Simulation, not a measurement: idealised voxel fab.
Process module under the name voxel capacitor over wiring
215 nm wide, 5 nm square cells: that's cross-section cut.
We lay out every cross-section as a grid of square cells and spell it out in bands from the top down, where one band means one or more rows of cells.
Band entry format. Leading values: height of top, height of bottom, nm. Remainder: materials in left-to-right order, each with its width in nm. Special words: "full width" on a single material, which then fills the band edge to edge; "empty", empty space.
Beneath 0, the wafer as received is one material, and that level is where height counting begins. The lowest band goes on downward without a bottom; it is written like "0 and below".
Width: "30..40" (first number = top row, second number = bottom row, same change from row to row of cells).
Step note "identical to before" = no cross-section cell changed.
Basically, "Fully enclosed voids" tells you about the enclosed voids: empty spaces with no open way to the top, 8 cells or bigger, each written width x height at distance, where distance is from the left edge, all in nm.
Where a step's line continues beyond its settings, the continuation is a remark by the simulator itself on that step.
A step's line can hold "overlay nm"; with a mask on that step, the setting says how far right of the planned place the mask lay, while a negative setting says it lay to the left.
[Process steps - plan]
- 1: op RECEIVE | material Si
- 2: op CONFORMAL_DEP | material SiO2 | thk nm 15
- 3: op CONFORMAL_DEP | material SiCN | thk nm 5
- 4: op DIRECTIONAL_DEP | material SiO2 | thk nm 20
- 5: op DIRECTIONAL_DEP | material aC | thk nm 15
- 6: op PATTERN | tone open | mask id METAL_1 | material resist | width nm 20 | pitch nm 75 | thk nm 30 | overlay nm -15
- 7: op DIRECTIONAL_ETCH | etch materials aC | depth nm 15
- 8: op STRIP | etch materials resist
- 9: op DIRECTIONAL_ETCH | etch materials SiO2 | depth nm 20
- 10: op DIRECTIONAL_ETCH | etch materials SiCN | depth nm 5
- 11: op STRIP | etch materials aC
- 12: op CONFORMAL_DEP | material TiN | thk nm 5
- 13: op FILL_DEP | material W | thk nm 10
- 14: op CMP | height nm 40
- 15: op EPI | material Ru | thk nm 5
- 16: op FILL_DEP | material SiCN | thk nm 5
- 17: op DIRECTIONAL_DEP | material SiO2 | thk nm 10
- 18: op MASKED_ETCH | tone open | mask id PLUG_1 | width nm 15 | etch materials SiO2 | depth nm 10 | overlay nm 0
- 19: op MASKED_ETCH | tone open | mask id PLUG_1 | width nm 15 | etch materials SiCN | depth nm 5 | overlay nm 0
- 20: op EPI | material Ru | thk nm 10
- 21: op EPI | material Ru | thk nm 5
- 22: op DIRECTIONAL_DEP | material TiN | thk nm 10
- 23: op DIRECTIONAL_DEP | material Al2O3 | thk nm 5
- 24: op DIRECTIONAL_DEP | material TiN | thk nm 5
- 25: op MASKED_ETCH | tone cover | mask id UPPER_PLATE | width nm 60 | etch materials TiN | depth nm 5 | overlay nm 0
- 26: op MASKED_ETCH | tone cover | mask id UPPER_PLATE | width nm 60 | etch materials Al2O3 | depth nm 5 | overlay nm 0
- 27: op PATTERN | tone cover | mask id LOWER_PLATE | material resist | width nm 70 | thk nm 20 | overlay nm 0
- 28: op DIRECTIONAL_ETCH | etch materials TiN | depth nm 10
- 29: op STRIP | etch materials resist
- 30: op FILL_DEP | material SiO2 | thk nm 20
- 31: op CMP | height nm 95
- 32: op MASKED_ETCH | tone open | mask id PLUG_2 | width nm 15 | etch materials SiO2 | depth nm 15 | overlay nm 0
- 33: op CONFORMAL_DEP | material TiN | thk nm 5
- 34: op FILL_DEP | material Ru | thk nm 5
- 35: op CMP | height nm 95
- 36: op CONFORMAL_DEP | material SiCN | thk nm 5
What sets these wafers apart? The overlay nm at step 6. They all start alike, and the plan carries the first wafer's value.
[First of several wafers, received after step 1, in cross-section]
> 0 and below  Si full width
> Fully enclosed voids: none
[Below is a per-wafer table. In it, each row describes the wafer at the end of the module by giving, for each material, the number of cells gained (+) or lost (-) since the wafer was received, and after that the closed voids of the wafer]
overlay nm -15, +12 Al2O3, +23 Ru, +149 SiCN, +589 SiO2, +71 TiN, +16 W, Fully enclosed voids: none
overlay nm -10, +12 Al2O3, +23 Ru, +149 SiCN, +589 SiO2, +71 TiN, +16 W, Fully enclosed voids: none
overlay nm -5, +12 Al2O3, +23 Ru, +149 SiCN, +589 SiO2, +71 TiN, +16 W, Fully enclosed voids: none
overlay nm 0, +12 Al2O3, +23 Ru, +149 SiCN, +589 SiO2, +71 TiN, +16 W, Fully enclosed voids: none
overlay nm 5, +12 Al2O3, +23 Ru, +149 SiCN, +589 SiO2, +71 TiN, +16 W, Fully enclosed voids: none
overlay nm 10, +12 Al2O3, +23 Ru, +149 SiCN, +589 SiO2, +71 TiN, +16 W, Fully enclosed voids: none
overlay nm 15, +12 Al2O3, +23 Ru, +149 SiCN, +589 SiO2, +71 TiN, +16 W, Fully enclosed voids: none
